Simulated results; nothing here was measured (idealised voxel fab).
process module | voxel quadruple lines
cross-section cut | 150 nm wide | cells 5 nm
A cross-section is a grid of square cells, given in bands from the top down. A band is one or more rows of cells.
Each band's line starts with the height of the band's top and of its bottom, in nm. Then come its materials from left to right, each with its width in nm. One material with "throughout" fills the band from edge to edge. "air" is empty space.
Height 0 is the level under which the wafer as received is all one material. The lowest band goes on downwards, as in "0 down".
A width such as "30 to 40" changes by the same amount from each row of cells to the next, from the band's top row to its bottom row.
"no change" after a step means that no cell of the cross-section changed.
closed voids: empty space of 8 cells or more with no open way to the top, each as width x height at its distance from the left edge, in nm
after a step's settings: what the simulator itself notes on the step
overlay nm, on a step with a mask: how far to the right of its planned place the mask lay; to the left if negative
plan
1 op RECEIVE | material Si
2 op CONFORMAL_DEP | material Al2O3 | thk nm 10
3 op DIRECTIONAL_DEP | material W | thk nm 10
4 op DIRECTIONAL_DEP | material polySi | thk nm 20
5 op DIRECTIONAL_DEP | material aC | thk nm 20
6 op PATTERN | tone cover | mask id MANDREL | material resist | width nm 30 | thk nm 30 | overlay nm 0
7 op DIRECTIONAL_ETCH | etch materials aC | depth nm 20
8 op STRIP | etch materials resist
9 op CONFORMAL_DEP | material SiO2 | thk nm 10
10 op DIRECTIONAL_ETCH | etch materials SiO2 | depth nm 10
11 op STRIP | etch materials aC
12 op DIRECTIONAL_ETCH | etch materials polySi | depth nm 20
13 op STRIP | etch materials SiO2
14 op CONFORMAL_DEP | material SiCN | thk nm 10
15 op DIRECTIONAL_ETCH | etch materials SiCN | depth nm 10
16 op STRIP | etch materials polySi
17 op DIRECTIONAL_ETCH | etch materials W | depth nm 10
18 op STRIP | etch materials SiCN
first wafer, as planned
as received, after step 1
  0 down: Si throughout
  closed voids: none
after step 2
  10 to 0: Al2O3 throughout
  below 0: unchanged
after step 3
  20 to 10: W throughout
  below 10: unchanged
after step 4
  40 to 20: polySi throughout
  below 20: unchanged
after step 5
  60 to 40: aC throughout
  below 40: unchanged
after step 6
  90 to 60: air 60 | resist 30 | air 60
  below 60: unchanged
after step 7
  70 to 60: air 60 | resist 30 | air 60
  60 to 40: air 60 | aC 30 | air 60
  below 40: unchanged
after step 8
  60 to 40: air 60 | aC 30 | air 60
  below 40: unchanged
after step 9
  70 to 60: air 50 | SiO2 50 | air 50
  60 to 50: air 50 | SiO2 10 | aC 30 | SiO2 10 | air 50
  50 to 40: SiO2 60 | aC 30 | SiO2 60
  below 40: unchanged
after step 10
  60 to 40: air 50 | SiO2 10 | aC 30 | SiO2 10 | air 50
  below 40: unchanged
after step 11
  60 to 40: air 50 | SiO2 10 | air 30 | SiO2 10 | air 50
  below 40: unchanged
after step 12
  60 to 40: air 50 | SiO2 10 | air 30 | SiO2 10 | air 50
  40 to 20: air 50 | polySi 10 | air 30 | polySi 10 | air 50
  below 20: unchanged
after step 13
  40 to 20: air 50 | polySi 10 | air 30 | polySi 10 | air 50
  below 20: unchanged
after step 14
  50 to 40: air 40 | SiCN 30 | air 10 | SiCN 30 | air 40
  40 to 30: air 40 | SiCN 10 | polySi 10 | SiCN 10 | air 10 | SiCN 10 | polySi 10 | SiCN 10 | air 40
  30 to 20: SiCN 50 | polySi 10 | SiCN 30 | polySi 10 | SiCN 50
  below 20: unchanged
after step 15
  40 to 20: air 40 | SiCN 10 | polySi 10 | SiCN 10 | air 10 | SiCN 10 | polySi 10 | SiCN 10 | air 40
  below 20: unchanged
after step 16
  40 to 20: air 40 | SiCN 10 | air 10 | SiCN 10 | air 10 | SiCN 10 | air 10 | SiCN 10 | air 40
  below 20: unchanged
after step 17
  40 to 20: air 40 | SiCN 10 | air 10 | SiCN 10 | air 10 | SiCN 10 | air 10 | SiCN 10 | air 40
  20 to 10: air 40 | W 10 | air 10 | W 10 | air 10 | W 10 | air 10 | W 10 | air 40
  below 10: unchanged
after step 18
  20 to 10: air 40 | W 10 | air 10 | W 10 | air 10 | W 10 | air 10 | W 10 | air 40
  below 10: unchanged
second wafer: like start, like plan, one mistake. Through step 13 it matches the first wafer
when step 14 should have ended
  50 to 40: air 40 | SiO2 30 | air 10 | SiO2 30 | air 40
  40 to 30: air 40 | SiO2 10 | polySi 10 | SiO2 10 | air 10 | SiO2 10 | polySi 10 | SiO2 10 | air 40
  30 to 20: SiO2 50 | polySi 10 | SiO2 30 | polySi 10 | SiO2 50
  below 20: unchanged
when step 15 should have ended: no change
when step 16 should have ended: no change
when step 17 should have ended: no change
when step 18 should have ended: no change
what went wrong: step 14 ran as: op CONFORMAL_DEP | material SiO2 | thk nm 10
at the end the second wafer has, in cells: 92 more of SiO2 | 44 more of W | 16 more of polySi
